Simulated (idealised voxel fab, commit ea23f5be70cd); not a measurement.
process module | voxel spacer lines
cross-section cut | 260 nm wide | cells 5 nm
A cross-section is a grid of square cells, given in bands from the top down. A band is one or more rows of cells.
Each band's line starts with the height of the band's top and of its bottom, in nm. Then come its materials from left to right, each with its width in nm. One material with "throughout" fills the band from edge to edge. "air" is empty space.
Height 0 is the level under which the wafer as received is all one material. The lowest band goes on downwards, as in "0 down".
A width such as "30 to 40" changes by the same amount from each row of cells to the next, from the band's top row to its bottom row.
"no change" after a step means that no cell of the cross-section changed.
closed voids: empty space of 8 cells or more with no open way to the top, each as width x height at its distance from the left edge, in nm
after a step's settings: what the simulator itself notes on the step
overlay nm, on a step with a mask: how far to the right of its planned place the mask lay; to the left if negative
Each pair below shows a cross-section before one step and the cross-section after it, down to the lowest band that changed. The line under each pair gives the step between them, with its settings. The pairs can come from different runs of this module on the same starting wafer, so a pair continues from the pair above only where its "before" says so.
before
  0 down: Si throughout
  closed voids: none
after
  10 to 0: Al2O3 throughout
  below 0: unchanged
  closed voids: none
the step between: op CONFORMAL_DEP | material Al2O3 | thk nm 10
before: the cross-section after the pair above
after
  20 to 10: polySi throughout
  below 10: unchanged
  closed voids: none
the step between: op DIRECTIONAL_DEP | material polySi | thk nm 10
before: the cross-section after the pair above
after
  45 to 20: aC throughout
  below 20: unchanged
  closed voids: none
the step between: op DIRECTIONAL_DEP | material aC | thk nm 25
before: the cross-section after the pair above
after
  80 to 45: air 75 | resist 25 | air 55 | resist 25 | air 80
  below 45: unchanged
  closed voids: none
the step between: op PATTERN | tone cover | mask id MANDREL | material resist | width nm 25 | pitch nm 80 | thk nm 35 | overlay nm 0
before: the cross-section after the pair above
after
  55 to 45: air 75 | resist 25 | air 55 | resist 25 | air 80
  45 to 20: air 75 | aC 25 | air 55 | aC 25 | air 80
  below 20: unchanged
  closed voids: none
the step between: op DIRECTIONAL_ETCH | etch materials aC | depth nm 25
before: the cross-section after the pair above
after
  45 to 20: air 75 | aC 25 | air 55 | aC 25 | air 80
  below 20: unchanged
  closed voids: none
the step between: op STRIP | etch materials resist
before: the cross-section after the pair above
after
  60 to 45: air 60 | SiN 55 | air 25 | SiN 55 | air 65
  45 to 35: air 60 | SiN 15 | aC 25 | SiN 15 | air 25 | SiN 15 | aC 25 | SiN 15 | air 65
  35 to 20: SiN 75 | aC 25 | SiN 55 | aC 25 | SiN 80
  below 20: unchanged
  closed voids: none
the step between: op CONFORMAL_DEP | material SiN | thk nm 15
before: the cross-section after the pair above
after
  45 to 20: air 60 | SiN 15 | aC 25 | SiN 15 | air 25 | SiN 15 | aC 25 | SiN 15 | air 65
  below 20: unchanged
  closed voids: none
the step between: op DIRECTIONAL_ETCH | etch materials SiN | depth nm 15
before: the cross-section after the pair above
after
  45 to 20: air 60 | SiN 15 | air 25 | SiN 15 | air 25 | SiN 15 | air 25 | SiN 15 | air 65
  below 20: unchanged
  closed voids: none
the step between: op STRIP | etch materials aC
before: the cross-section after the pair above
after
  45 to 20: air 60 | SiN 15 | air 25 | SiN 15 | air 25 | SiN 15 | air 25 | SiN 15 | air 65
  20 to 10: air 60 | polySi 15 | air 25 | polySi 15 | air 25 | polySi 15 | air 25 | polySi 15 | air 65
  below 10: unchanged
  closed voids: none
the step between: op DIRECTIONAL_ETCH | etch materials polySi | depth nm 10
before: the cross-section after the pair above
after
  20 to 10: air 60 | polySi 15 | air 25 | polySi 15 | air 25 | polySi 15 | air 25 | polySi 15 | air 65
  below 10: unchanged
  closed voids: none
the step between: op STRIP | etch materials SiN
before
  0 down: Si throughout
  closed voids: none
after
  10 to 0: polySi throughout
  below 0: unchanged
  closed voids: none
the step between: op DIRECTIONAL_DEP | material polySi | thk nm 10
before: the cross-section after the pair above
after
  35 to 10: aC throughout
  below 10: unchanged
  closed voids: none
the step between: op DIRECTIONAL_DEP | material aC | thk nm 25
before: the cross-section after the pair above
after
  70 to 35: air 75 | resist 25 | air 55 | resist 25 | air 80
  below 35: unchanged
  closed voids: none
the step between: op PATTERN | tone cover | mask id MANDREL | material resist | width nm 25 | pitch nm 80 | thk nm 35 | overlay nm 0
before: the cross-section after the pair above
after
  45 to 35: air 75 | resist 25 | air 55 | resist 25 | air 80
  35 to 10: air 75 | aC 25 | air 55 | aC 25 | air 80
  below 10: unchanged
  closed voids: none
the step between: op DIRECTIONAL_ETCH | etch materials aC | depth nm 25
before: the cross-section after the pair above
after
  35 to 10: air 75 | aC 25 | air 55 | aC 25 | air 80
  below 10: unchanged
  closed voids: none
the step between: op STRIP | etch materials resist
before: the cross-section after the pair above
after
  50 to 35: air 60 | SiN 55 | air 25 | SiN 55 | air 65
  35 to 25: air 60 | SiN 15 | aC 25 | SiN 15 | air 25 | SiN 15 | aC 25 | SiN 15 | air 65
  25 to 10: SiN 75 | aC 25 | SiN 55 | aC 25 | SiN 80
  below 10: unchanged
  closed voids: none
the step between: op CONFORMAL_DEP | material SiN | thk nm 15
before: the cross-section after the pair above
after
  35 to 10: air 60 | SiN 15 | aC 25 | SiN 15 | air 25 | SiN 15 | aC 25 | SiN 15 | air 65
  below 10: unchanged
  closed voids: none
the step between: op DIRECTIONAL_ETCH | etch materials SiN | depth nm 15
before: the cross-section after the pair above
after
  35 to 10: air 60 | SiN 15 | air 25 | SiN 15 | air 25 | SiN 15 | air 25 | SiN 15 | air 65
  below 10: unchanged
  closed voids: none
the step between: op STRIP | etch materials aC
before: the cross-section after the pair above
after
  35 to 10: air 60 | SiN 15 | air 25 | SiN 15 | air 25 | SiN 15 | air 25 | SiN 15 | air 65
  10 to 0: air 60 | polySi 15 | air 25 | polySi 15 | air 25 | polySi 15 | air 25 | polySi 15 | air 65
  below 0: unchanged
  closed voids: none
the step between: op DIRECTIONAL_ETCH | etch materials polySi | depth nm 10
before: the cross-section after the pair above
after
  10 to 0: air 60 | polySi 15 | air 25 | polySi 15 | air 25 | polySi 15 | air 25 | polySi 15 | air 65
  below 0: unchanged
  closed voids: none
the step between: op STRIP | etch materials SiN
before
  10 to 0: Al2O3 throughout
  0 down: Si throughout
  closed voids: none
after
  35 to 10: aC throughout
  below 10: unchanged
  closed voids: none
the step between: op DIRECTIONAL_DEP | material aC | thk nm 25
before: the cross-section after the pair above
after
  45 to 35: polySi throughout
  below 35: unchanged
  closed voids: none
the step between: op DIRECTIONAL_DEP | material polySi | thk nm 10
before: the cross-section after the pair above
after
  80 to 45: air 75 | resist 25 | air 55 | resist 25 | air 80
  below 45: unchanged
  closed voids: none
the step between: op PATTERN | tone cover | mask id MANDREL | material resist | width nm 25 | pitch nm 80 | thk nm 35 | overlay nm 0
before: the cross-section after the pair above
after
  55 to 45: air 75 | resist 25 | air 55 | resist 25 | air 80
  below 45: unchanged
  closed voids: none
the step between: op DIRECTIONAL_ETCH | etch materials aC | depth nm 25
before: the cross-section after the pair above
after
  45 to 35: polySi throughout
  below 35: unchanged
  closed voids: none
the step between: op STRIP | etch materials resist
before: the cross-section after the pair above
after
  60 to 45: SiN throughout
  below 45: unchanged
  closed voids: none
the step between: op CONFORMAL_DEP | material SiN | thk nm 15
before: the cross-section after the pair above
after
  45 to 35: polySi throughout
  below 35: unchanged
  closed voids: none
the step between: op DIRECTIONAL_ETCH | etch materials SiN | depth nm 15
before: the cross-section after the pair above
after
  35 to 10: aC throughout
  below 10: unchanged
  closed voids: none
the step between: op DIRECTIONAL_ETCH | etch materials polySi | depth nm 10
before
  10 to 0: Al2O3 throughout
  0 down: Si throughout
  closed voids: none
after
  25 to 10: polySi throughout
  below 10: unchanged
  closed voids: none
the step between: op DIRECTIONAL_DEP | material polySi | thk nm 15
before: the cross-section after the pair above
after
  50 to 25: aC throughout
  below 25: unchanged
  closed voids: none
the step between: op DIRECTIONAL_DEP | material aC | thk nm 25
before: the cross-section after the pair above
after
  85 to 50: air 75 | resist 25 | air 55 | resist 25 | air 80
  below 50: unchanged
  closed voids: none
the step between: op PATTERN | tone cover | mask id MANDREL | material resist | width nm 25 | pitch nm 80 | thk nm 35 | overlay nm 0
before: the cross-section after the pair above
after
  60 to 50: air 75 | resist 25 | air 55 | resist 25 | air 80
  50 to 25: air 75 | aC 25 | air 55 | aC 25 | air 80
  below 25: unchanged
  closed voids: none
the step between: op DIRECTIONAL_ETCH | etch materials aC | depth nm 25
before: the cross-section after the pair above
after
  50 to 25: air 75 | aC 25 | air 55 | aC 25 | air 80
  below 25: unchanged
  closed voids: none
the step between: op STRIP | etch materials resist
before: the cross-section after the pair above
after
  65 to 50: air 60 | SiN 55 | air 25 | SiN 55 | air 65
  50 to 40: air 60 | SiN 15 | aC 25 | SiN 15 | air 25 | SiN 15 | aC 25 | SiN 15 | air 65
  40 to 25: SiN 75 | aC 25 | SiN 55 | aC 25 | SiN 80
  below 25: unchanged
  closed voids: none
the step between: op CONFORMAL_DEP | material SiN | thk nm 15
before: the cross-section after the pair above
after
  50 to 25: air 60 | SiN 15 | aC 25 | SiN 15 | air 25 | SiN 15 | aC 25 | SiN 15 | air 65
  below 25: unchanged
  closed voids: none
the step between: op DIRECTIONAL_ETCH | etch materials SiN | depth nm 15
before: the cross-section after the pair above
after
  50 to 25: air 60 | SiN 15 | air 25 | SiN 15 | air 25 | SiN 15 | air 25 | SiN 15 | air 65
  below 25: unchanged
  closed voids: none
the step between: op STRIP | etch materials aC
before: the cross-section after the pair above
after
  50 to 25: air 60 | SiN 15 | air 25 | SiN 15 | air 25 | SiN 15 | air 25 | SiN 15 | air 65
  25 to 15: air 60 | polySi 15 | air 25 | polySi 15 | air 25 | polySi 15 | air 25 | polySi 15 | air 65
  below 15: unchanged
  closed voids: none
the step between: op DIRECTIONAL_ETCH | etch materials polySi | depth nm 10
before: the cross-section after the pair above
after
  25 to 15: air 60 | polySi 15 | air 25 | polySi 15 | air 25 | polySi 15 | air 25 | polySi 15 | air 65
  below 15: unchanged
  closed voids: none
the step between: op STRIP | etch materials SiN
before
  45 to 20: aC throughout
  20 to 10: polySi throughout
  10 to 0: Al2O3 throughout
  0 down: Si throughout
  closed voids: none
after
  80 to 45: air 70 | resist 35 | air 45 | resist 35 | air 75
  below 45: unchanged
  closed voids: none
the step between: op PATTERN | tone cover | mask id MANDREL | material resist | width nm 35 | pitch nm 80 | thk nm 35 | overlay nm 0
before: the cross-section after the pair above
after
  55 to 45: air 70 | resist 35 | air 45 | resist 35 | air 75
  45 to 20: air 70 | aC 35 | air 45 | aC 35 | air 75
  below 20: unchanged
  closed voids: none
the step between: op DIRECTIONAL_ETCH | etch materials aC | depth nm 25
before: the cross-section after the pair above
after
  45 to 20: air 70 | aC 35 | air 45 | aC 35 | air 75
  below 20: unchanged
  closed voids: none
the step between: op STRIP | etch materials resist
before: the cross-section after the pair above
after
  60 to 45: air 55 | SiN 65 | air 15 | SiN 65 | air 60
  45 to 35: air 55 | SiN 15 | aC 35 | SiN 15 | air 15 | SiN 15 | aC 35 | SiN 15 | air 60
  35 to 20: SiN 70 | aC 35 | SiN 45 | aC 35 | SiN 75
  below 20: unchanged
  closed voids: none
the step between: op CONFORMAL_DEP | material SiN | thk nm 15
before: the cross-section after the pair above
after
  45 to 20: air 55 | SiN 15 | aC 35 | SiN 15 | air 15 | SiN 15 | aC 35 | SiN 15 | air 60
  below 20: unchanged
  closed voids: none
the step between: op DIRECTIONAL_ETCH | etch materials SiN | depth nm 15
before: the cross-section after the pair above
after
  45 to 20: air 55 | SiN 15 | air 35 | SiN 15 | air 15 | SiN 15 | air 35 | SiN 15 | air 60
  below 20: unchanged
  closed voids: none
the step between: op STRIP | etch materials aC
before: the cross-section after the pair above
after
  45 to 20: air 55 | SiN 15 | air 35 | SiN 15 | air 15 | SiN 15 | air 35 | SiN 15 | air 60
  20 to 10: air 55 | polySi 15 | air 35 | polySi 15 | air 15 | polySi 15 | air 35 | polySi 15 | air 60
  below 10: unchanged
  closed voids: none
the step between: op DIRECTIONAL_ETCH | etch materials polySi | depth nm 10
before: the cross-section after the pair above
after
  20 to 10: air 55 | polySi 15 | air 35 | polySi 15 | air 15 | polySi 15 | air 35 | polySi 15 | air 60
  below 10: unchanged
  closed voids: none
the step between: op STRIP | etch materials SiN
before
  45 to 20: aC throughout
  20 to 10: polySi throughout
  10 to 0: Al2O3 throughout
  0 down: Si throughout
  closed voids: none
after
  80 to 45: air 85 | resist 25 | air 55 | resist 25 | air 70
  below 45: unchanged
  closed voids: none
the step between: op PATTERN | tone cover | mask id MANDREL | material resist | width nm 25 | pitch nm 80 | thk nm 35 | overlay nm 10
before: the cross-section after the pair above
after
  55 to 45: air 85 | resist 25 | air 55 | resist 25 | air 70
  45 to 20: air 85 | aC 25 | air 55 | aC 25 | air 70
  below 20: unchanged
  closed voids: none
the step between: op DIRECTIONAL_ETCH | etch materials aC | depth nm 25
before: the cross-section after the pair above
after
  45 to 20: air 85 | aC 25 | air 55 | aC 25 | air 70
  below 20: unchanged
  closed voids: none
the step between: op STRIP | etch materials resist
before: the cross-section after the pair above
after
  60 to 45: air 70 | SiN 55 | air 25 | SiN 55 | air 55
  45 to 35: air 70 | SiN 15 | aC 25 | SiN 15 | air 25 | SiN 15 | aC 25 | SiN 15 | air 55
  35 to 20: SiN 85 | aC 25 | SiN 55 | aC 25 | SiN 70
  below 20: unchanged
  closed voids: none
the step between: op CONFORMAL_DEP | material SiN | thk nm 15
before: the cross-section after the pair above
after
  45 to 20: air 70 | SiN 15 | aC 25 | SiN 15 | air 25 | SiN 15 | aC 25 | SiN 15 | air 55
  below 20: unchanged
  closed voids: none
the step between: op DIRECTIONAL_ETCH | etch materials SiN | depth nm 15
before: the cross-section after the pair above
after
  45 to 20: air 70 | SiN 15 | air 25 | SiN 15 | air 25 | SiN 15 | air 25 | SiN 15 | air 55
  below 20: unchanged
  closed voids: none
the step between: op STRIP | etch materials aC
before: the cross-section after the pair above
after
  45 to 20: air 70 | SiN 15 | air 25 | SiN 15 | air 25 | SiN 15 | air 25 | SiN 15 | air 55
  20 to 10: air 70 | polySi 15 | air 25 | polySi 15 | air 25 | polySi 15 | air 25 | polySi 15 | air 55
  below 10: unchanged
  closed voids: none
the step between: op DIRECTIONAL_ETCH | etch materials polySi | depth nm 10
before: the cross-section after the pair above
after
  20 to 10: air 70 | polySi 15 | air 25 | polySi 15 | air 25 | polySi 15 | air 25 | polySi 15 | air 55
  below 10: unchanged
  closed voids: none
the step between: op STRIP | etch materials SiN
before
  0 down: Si throughout
  closed voids: none
after
  10 to 0: polySi throughout
  below 0: unchanged
  closed voids: none
the step between: op CONFORMAL_DEP | material polySi | thk nm 10
before: the cross-section after the pair above
after
  20 to 0: polySi throughout
  below 0: unchanged
  closed voids: none
the step between: op DIRECTIONAL_DEP | material polySi | thk nm 10
before: the cross-section after the pair above
after
  45 to 20: aC throughout
  below 20: unchanged
  closed voids: none
the step between: op DIRECTIONAL_DEP | material aC | thk nm 25
before: the cross-section after the pair above
after
  80 to 45: air 75 | resist 25 | air 55 | resist 25 | air 80
  below 45: unchanged
  closed voids: none
the step between: op PATTERN | tone cover | mask id MANDREL | material resist | width nm 25 | pitch nm 80 | thk nm 35 | overlay nm 0
before: the cross-section after the pair above
after
  55 to 45: air 75 | resist 25 | air 55 | resist 25 | air 80
  45 to 20: air 75 | aC 25 | air 55 | aC 25 | air 80
  below 20: unchanged
  closed voids: none
the step between: op DIRECTIONAL_ETCH | etch materials aC | depth nm 25
before: the cross-section after the pair above
after
  45 to 20: air 75 | aC 25 | air 55 | aC 25 | air 80
  below 20: unchanged
  closed voids: none
the step between: op STRIP | etch materials resist
before: the cross-section after the pair above
after
  60 to 45: air 60 | SiN 55 | air 25 | SiN 55 | air 65
  45 to 35: air 60 | SiN 15 | aC 25 | SiN 15 | air 25 | SiN 15 | aC 25 | SiN 15 | air 65
  35 to 20: SiN 75 | aC 25 | SiN 55 | aC 25 | SiN 80
  below 20: unchanged
  closed voids: none
the step between: op CONFORMAL_DEP | material SiN | thk nm 15
before: the cross-section after the pair above
after
  45 to 20: air 60 | SiN 15 | aC 25 | SiN 15 | air 25 | SiN 15 | aC 25 | SiN 15 | air 65
  below 20: unchanged
  closed voids: none
the step between: op DIRECTIONAL_ETCH | etch materials SiN | depth nm 15
before: the cross-section after the pair above
after
  45 to 20: air 60 | SiN 15 | air 25 | SiN 15 | air 25 | SiN 15 | air 25 | SiN 15 | air 65
  below 20: unchanged
  closed voids: none
the step between: op STRIP | etch materials aC
before: the cross-section after the pair above
after
  45 to 20: air 60 | SiN 15 | air 25 | SiN 15 | air 25 | SiN 15 | air 25 | SiN 15 | air 65
  20 to 10: air 60 | polySi 15 | air 25 | polySi 15 | air 25 | polySi 15 | air 25 | polySi 15 | air 65
  below 10: unchanged
  closed voids: none
the step between: op DIRECTIONAL_ETCH | etch materials polySi | depth nm 10
before: the cross-section after the pair above
after
  20 to 10: air 60 | polySi 15 | air 25 | polySi 15 | air 25 | polySi 15 | air 25 | polySi 15 | air 65
  below 10: unchanged
  closed voids: none
the step between: op STRIP | etch materials SiN
before
  45 to 20: aC throughout
  20 to 10: polySi throughout
  10 to 0: Al2O3 throughout
  0 down: Si throughout
  closed voids: none
after
  80 to 45: resist 75 | air 25 | resist 55 | air 25 | resist 80
  below 45: unchanged
  closed voids: none
the step between: op PATTERN | tone open | mask id MANDREL | material resist | width nm 25 | pitch nm 80 | thk nm 35 | overlay nm 0
before: the cross-section after the pair above
after
  55 to 45: resist 75 | air 25 | resist 55 | air 25 | resist 80
  45 to 20: aC 75 | air 25 | aC 55 | air 25 | aC 80
  below 20: unchanged
  closed voids: none
the step between: op DIRECTIONAL_ETCH | etch materials aC | depth nm 25
before: the cross-section after the pair above
after
  45 to 20: aC 75 | air 25 | aC 55 | air 25 | aC 80
  below 20: unchanged
  closed voids: none
the step between: op STRIP | etch materials resist
before: the cross-section after the pair above
after
  60 to 45: SiN throughout
  45 to 20: aC 75 | SiN 25 | aC 55 | SiN 25 | aC 80
  below 20: unchanged
  closed voids: none
the step between: op CONFORMAL_DEP | material SiN | thk nm 15
before: the cross-section after the pair above
after
  45 to 20: aC 75 | SiN 25 | aC 55 | SiN 25 | aC 80
  below 20: unchanged
  closed voids: none
the step between: op DIRECTIONAL_ETCH | etch materials SiN | depth nm 15
before: the cross-section after the pair above
after
  45 to 20: air 75 | SiN 25 | air 55 | SiN 25 | air 80
  below 20: unchanged
  closed voids: none
the step between: op STRIP | etch materials aC
before: the cross-section after the pair above
after
  45 to 20: air 75 | SiN 25 | air 55 | SiN 25 | air 80
  20 to 10: air 75 | polySi 25 | air 55 | polySi 25 | air 80
  below 10: unchanged
  closed voids: none
the step between: op DIRECTIONAL_ETCH | etch materials polySi | depth nm 10
before: the cross-section after the pair above
after
  20 to 10: air 75 | polySi 25 | air 55 | polySi 25 | air 80
  below 10: unchanged
  closed voids: none
the step between: op STRIP | etch materials SiN
